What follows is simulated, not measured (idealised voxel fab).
Herein follows the process module entitled voxel gate over fins.
Cross-sectional view cut (width: 255 nm; square cell size: 5 nm).
Square cells in a grid make up a cross-section in this document, and the grid is given as bands, listed from the top down, each one or more rows of cells. Heads up on the band format: heights come first, top then bottom, in nm. After that it's the materials left to right, each with its width in nm. A single material flagged "everywhere" fills the whole band edge to edge, and "empty" means there's empty space there. All heights in this document are referenced to 0, defined as the level beneath which the wafer, as received, consists entirely of one material. The lowest band is not bounded below; it extends indefinitely downward and is written in the form "0 -> down". Width: "30->40" (first number = top row, second number = bottom row, same change from row to row of cells). Step marked "no change"? Then no cell in the cross-section changed in it. Enclosed voids (no open way to top), threshold 8 cells or more, entry "Enclosed cavity list", notation width x height at distance, distance from left edge, nm. Past the settings on a step's line: simulator remark, on that step. overlay nm: how far to the right of its planned place the mask lay on this masked step (negative: to the left).

BELOW IS THE LIST OF PLANNED PROCESS STEPS
1,RECEIVE with material Si
2,CONFORMAL_DEP with material SiN, thk nm 5
3,DIRECTIONAL_DEP with material aC, thk nm 15
4,PATTERN with tone cover, mask id FINS, material resist, width nm 15, pitch nm 35, thk nm 35, overlay nm 0
5,DIRECTIONAL_ETCH with etch materials aC, depth nm 15
6,STRIP with etch materials resist
7,DIRECTIONAL_ETCH with etch materials SiN, depth nm 5
8,DIRECTIONAL_ETCH with etch materials Si, depth nm 30
9,STRIP with etch materials aC
10,FILL_DEP with material SiO2, thk nm 15
11,CMP with height nm 5
12,SELECTIVE_ETCH with etch materials SiO2, depth nm 15
13,STRIP with etch materials SiN
14,CONFORMAL_DEP with material HfO2, thk nm 5
15,CONFORMAL_DEP with material TiN, thk nm 5
16,CONFORMAL_DEP with material TiAl, thk nm 5
17,CONFORMAL_DEP with material TiN, thk nm 5
18,FILL_DEP with material W, thk nm 15
19,CMP with height nm 30
20,CONFORMAL_DEP with material SiN, thk nm 10

AS-RECEIVED STATE OF THE WAFER IN CROSS-SECTION, EQUIVALENT TO POST-STEP 1
- 0 -> down  Si everywhere
- Enclosed cavity list: none

THE FOLLOWING CROSS-SECTION DEPICTS THE WAFER UPON CONCLUSION OF THE MODULE. PROCESSING COMMENCED FROM THE STARTING CONDITION ILLUSTRATED ABOVE AND ADHERED TO THE PLAN ILLUSTRATED ABOVE, SAVE FOR ONE MISTAKE IN EXECUTION
- 40 -> 30  SiN everywhere
- 30 -> 20  W everywhere
- 20 -> 15  W: 45; TiN: 165; W: 45
- 15 -> 10  W: 45; TiN: 5; TiAl: 155; TiN: 5; W: 45
- 10 -> 5  TiN: 50; TiAl: 5; TiN: 145; TiAl: 5; TiN: 50
- 5 -> 0  TiAl: 55; TiN: 5; HfO2: 30; TiN: 5; HfO2: 30; TiN: 5; HfO2: 30; TiN: 5; HfO2: 30; TiN: 5; TiAl: 55
- 0 -> -5  TiN: 60; HfO2: 5; Si: 20; HfO2: 5; TiN: 5; HfO2: 5; Si: 20; HfO2: 5; TiN: 5; HfO2: 5; Si: 20; HfO2: 5; TiN: 5; HfO2: 5; Si: 20; HfO2: 5; TiN: 60
- -5 -> -10  HfO2: 65; Si: 20; HfO2: 15; Si: 20; HfO2: 15; Si: 20; HfO2: 15; Si: 20; HfO2: 65
- -10 -> -30  SiO2: 65; Si: 20; SiO2: 15; Si: 20; SiO2: 15; Si: 20; SiO2: 15; Si: 20; SiO2: 65
- -30 -> down  Si everywhere
- Enclosed cavity list: none
What broke from the plan during processing? step 4 was processed under conditions differing from the plan, specifically as PATTERN with tone cover, mask id FINS, material resist, width nm 20, pitch nm 35, thk nm 35, overlay nm 0
